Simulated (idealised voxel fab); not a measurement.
This section sets out a process module, namely voxel transistor to metal.
FYI the section here is cut, 205 nm wide, cells are 5 nm squares.
Reading order for cross-sections: top band down to bottom band. Underlying form: a grid of square cells. Band size: one or more rows of cells. Top height, bottom height, nm. Materials left to right, width each, nm. Single material + "full width" = fills band edge to edge. "empty" = empty. Heights from 0 (as-received wafer is one material below). Bottom band endless downward, as "z 0 and below". When a width is written as two numbers, as in "30..40", the first number is the width in the top row of cells of the band and the second is the width in its bottom row, and the width changes by the same amount from each row to the next. Step marked "remains unaltered"? Then no cell in the cross-section changed in it. In "Sealed voids" the enclosed voids are listed, meaning empty spaces of 8 cells or larger without any opening to the top. The form is width x height at distance, distance from the left edge, units nm. Text after the settings on a step's line: the simulator's own remark on that step. overlay nm: mask right of planned place by this much (step with mask). Neg. = left.

## plan
- 1: RECEIVE (material Si)
- 2: OXIDIZE (depth nm 5)
- 3: CONFORMAL_DEP (material SiN; thk nm 10)
- 4: PATTERN (tone cover; mask id ACTIVE; material resist; width nm 110; thk nm 15; overlay nm 0)
- 5: DIRECTIONAL_ETCH (etch materials SiN; depth nm 10)
- 6: DIRECTIONAL_ETCH (etch materials SiO2; depth nm 5)
- 7: DIRECTIONAL_ETCH (etch materials Si; depth nm 35)
- 8: STRIP (etch materials resist)
- 9: OXIDIZE (depth nm 5)
- 10: FILL_DEP (material SiO2; thk nm 15)
- 11: CMP (height nm 10)
- 12: SELECTIVE_ETCH (etch materials SiO2; depth nm 10)
- 13: STRIP (etch materials SiN)
- 14: SELECTIVE_ETCH (etch materials SiO2; depth nm 5)
- 15: OXIDIZE (depth nm 5)
- 16: DIRECTIONAL_DEP (material polySi; thk nm 25)
- 17: DIRECTIONAL_DEP (material SiCN; thk nm 15)
- 18: MASKED_ETCH (tone cover; mask id GATE; width nm 20; etch materials SiCN; depth nm 25; overlay nm 0)
- 19: MASKED_ETCH (tone cover; mask id GATE; width nm 20; etch materials polySi; depth nm 35; overlay nm 0)
- 20: CONFORMAL_DEP (material SiN; thk nm 5)
- 21: DIRECTIONAL_ETCH (etch materials SiN; depth nm 5)
- 22: DIRECTIONAL_ETCH (etch materials SiO2; depth nm 5)
- 23: DIRECTIONAL_ETCH (etch materials Si; depth nm 5)
- 24: EPI (material pSi; thk nm 10)
- 25: FILL_DEP (material SiO2; thk nm 10)
- 26: CMP (height nm 35)
- 27: DIRECTIONAL_DEP (material SiO2; thk nm 10)
- 28: DIRECTIONAL_DEP (material aC; thk nm 15)
- 29: PATTERN (tone open; mask id CONTACT; material resist; width nm 15; pitch nm 75; thk nm 30; overlay nm 0)
- 30: DIRECTIONAL_ETCH (etch materials aC; depth nm 15)
- 31: STRIP (etch materials resist)
- 32: DIRECTIONAL_ETCH (etch materials SiO2; depth nm 50)
- 33: STRIP (etch materials aC)
- 34: CONFORMAL_DEP (material TiN; thk nm 5)
- 35: FILL_DEP (material W; thk nm 5)
- 36: CMP (height nm 45)
- 37: DIRECTIONAL_DEP (material TiN; thk nm 5)
- 38: DIRECTIONAL_DEP (material W; thk nm 25)
- 39: PATTERN (tone cover; mask id METAL_1; material resist; width nm 15; pitch nm 75; thk nm 15; overlay nm 0)
- 40: DIRECTIONAL_ETCH (etch materials W; depth nm 25)
- 41: DIRECTIONAL_ETCH (etch materials TiN; depth nm 5)
- 42: STRIP (etch materials resist)
- 43: FILL_DEP (material lowk; thk nm 10)
- 44: CMP (height nm 75)
- 45: CONFORMAL_DEP (material SiCN; thk nm 5)
- 46: DIRECTIONAL_DEP (material lowk; thk nm 35)
- 47: MASKED_ETCH (tone open; mask id METAL_2; width nm 15; pitch nm 75; etch materials lowk; depth nm 20; overlay nm 0)
- 48: MASKED_ETCH (tone open; mask id METAL_2_HOLES; width nm 15; pitch nm 75; etch materials lowk; depth nm 15; overlay nm 0)
- 49: MASKED_ETCH (tone open; mask id METAL_2_HOLES; width nm 15; pitch nm 75; etch materials SiCN; depth nm 5; overlay nm 0)
- 50: CONFORMAL_DEP (material TiN; thk nm 5)
- 51: FILL_DEP (material Cu; thk nm 5)
- 52: CMP (height nm 115)
- 53: CONFORMAL_DEP (material SiN; thk nm 5)

## Shown in cross-section is the wafer as received, that is, as it stands after step 1
> z 0 and below | Si full width
> Sealed voids: none

## Below is the wafer in cross-section after the module was completed. It began from the starting point shown above and followed the plan shown above, except that one mistake was made while running it
> z 120 to 115 | SiN full width
> z 115 to 80 | W full width
> z 80 to 75 | SiCN full width
> z 75 to 50 | lowk 55, W 15, lowk 60, W 15, lowk 60
> z 50 to 45 | lowk 55, TiN 15, lowk 60, TiN 15, lowk 60
> z 45 to 35 | SiO2 55, TiN 5, W 5, TiN 5, SiO2 60, TiN 5, W 5, TiN 5, SiO2 60
> z 35 to 20 | SiO2 55, TiN 5, W 5, TiN 5, SiO2 15, SiN 5, SiCN 20, SiN 5, SiO2 15, TiN 5, W 5, TiN 5, SiO2 60
> z 20 to 0 | SiO2 55, TiN 5, W 5, TiN 5, SiO2 15, SiN 5, polySi 20, SiN 5, SiO2 15, TiN 5, W 5, TiN 5, SiO2 60
> z 0 to -5 | SiO2 55, TiN 15, SiO2 5, pSi 10, SiN 5, polySi 20, SiN 5, pSi 10, SiO2 5, TiN 15, SiO2 60
> z -5 to -10 | SiO2 45, pSi 40, SiO2 30, pSi 40, SiO2 50
> z -10 to -15 | SiO2 50, pSi 35, Si 30, pSi 35, SiO2 55
> z -15 to -45 | SiO2 50, Si 100, SiO2 55
> z -45 and below | Si full width
> Sealed voids: none
Finding, execution versus plan: contrary to plan, step 46 was performed as DIRECTIONAL_DEP (material W; thk nm 35)
